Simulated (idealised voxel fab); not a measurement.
Process module in this document: voxel capacitor over wiring
Cross-section cut spans 275 nm and uses square cells 5 nm in size.
If you're reading a cross-section in this doc, picture square cells in a grid; it comes to you as bands, top ones listed first down to the bottom, and a band can be one or more rows of cells.
Within each band entry, the heights of the top and of the bottom of the band appear first, in that order and in nm; the materials of the band then follow from left to right, each with its corresponding width in nm. The designation "everywhere" on a single material indicates that it fills the band from edge to edge; the designation "air" indicates empty space.
Height 0 is the level under which the wafer as received is all one material. The lowest band goes on downwards, as in "0..down".
Width "30->40": first value at the band's top row of cells, second value at its bottom row, equal change from row to row.
Take "changes: none" at face value: in the step it is given for, the cross-section changed in none of its cells.
Enclosed voids (no open way to top), threshold 8 cells or more, entry "Fully closed voids", notation width x height at distance, distance from left edge, nm.
That trailing text on a step's line, after the settings, is the simulator's own remark on the step.
"overlay nm", when on a step's line for a step with a mask, measures how far to the right of its planned place the mask lay; a negative measure means to the left.

Below is the list of planned process steps
1) RECEIVE with material Si
2) CONFORMAL_DEP with material SiO2, thk nm 10
3) DIRECTIONAL_DEP with material TiN, thk nm 5
4) DIRECTIONAL_DEP with material Ru, thk nm 20
5) PATTERN with tone cover, mask id METAL_1, material resist, width nm 20, pitch nm 75, thk nm 20, overlay nm 0
6) DIRECTIONAL_ETCH with etch materials Ru, depth nm 20
7) DIRECTIONAL_ETCH with etch materials TiN, depth nm 5
8) STRIP with etch materials resist
9) CONFORMAL_DEP with material SiN, thk nm 5
10) FILL_DEP with material SiO2, thk nm 5
11) CMP with height nm 35
12) CONFORMAL_DEP with material SiCN, thk nm 5
13) DIRECTIONAL_DEP with material SiO2, thk nm 15
14) DIRECTIONAL_DEP with material aC, thk nm 15
15) PATTERN with tone open, mask id PLUG_1, material resist, width nm 15, thk nm 30, overlay nm 0
16) DIRECTIONAL_ETCH with etch materials aC, depth nm 15
17) STRIP with etch materials resist
18) DIRECTIONAL_ETCH with etch materials SiO2, depth nm 15
19) DIRECTIONAL_ETCH with etch materials SiCN, depth nm 5
20) STRIP with etch materials aC
21) CONFORMAL_DEP with material TiN, thk nm 5
22) FILL_DEP with material Ru, thk nm 5
23) CMP with height nm 55
24) DIRECTIONAL_DEP with material TiN, thk nm 5
25) DIRECTIONAL_DEP with material Al2O3, thk nm 5
26) DIRECTIONAL_DEP with material TiN, thk nm 5
27) MASKED_ETCH with tone cover, mask id UPPER_PLATE, width nm 60, etch materials TiN, depth nm 5, overlay nm 0
28) MASKED_ETCH with tone cover, mask id UPPER_PLATE, width nm 60, etch materials Al2O3, depth nm 5, overlay nm 0
29) PATTERN with tone cover, mask id LOWER_PLATE, material resist, width nm 70, thk nm 15, overlay nm 0
30) DIRECTIONAL_ETCH with etch materials TiN, depth nm 5
31) STRIP with etch materials resist
32) FILL_DEP with material SiO2, thk nm 15
33) CMP with height nm 80
34) PATTERN with tone open, mask id PLUG_2, material resist, width nm 15, thk nm 20, overlay nm 0
35) DIRECTIONAL_ETCH with etch materials SiO2, depth nm 10
36) STRIP with etch materials resist
37) CONFORMAL_DEP with material TiN, thk nm 5
38) FILL_DEP with material Ru, thk nm 5
39) CMP with height nm 80
40) CONFORMAL_DEP with material SiCN, thk nm 5

Cross-sectional view of the wafer in its as-received condition, corresponding to the state after step 1
    0..down | Si everywhere
    Fully closed voids: none

Wafer cross-section at end of module: start and plan as shown above, one execution error
    85..80 | SiCN everywhere
    80..75 | 105 SiO2, then 5 TiN, then 5 Ru, then 5 TiN, then 155 SiO2
    75..65 | 105->95 SiO2, then 15->60 TiN, then 155->120 SiO2
    65..60 | 90 SiO2, then 70 Al2O3, then 115 SiO2
    60..55 | 90 SiO2, then 70 TiN, then 115 SiO2
    55..40 | 95 SiO2, then 5 TiN, then 5 Ru, then 5 TiN, then 165 SiO2
    40..35 | 95 SiCN, then 15 TiN, then 165 SiCN
    35..15 | 85 SiO2, then 5 SiN, then 20 Ru, then 5 SiN, then 45 SiO2, then 5 SiN, then 20 Ru, then 5 SiN, then 85 SiO2
    15..10 | 90 SiN, then 20 TiN, then 55 SiN, then 20 TiN, then 90 SiN
    10..0 | SiO2 everywhere
    0..down | Si everywhere
    Fully closed voids: none
Misprocessing identified: step 28 was processed under conditions differing from the plan, specifically as MASKED_ETCH with tone cover, mask id UPPER_PLATE, width nm 70, etch materials Al2O3, depth nm 5, overlay nm 0
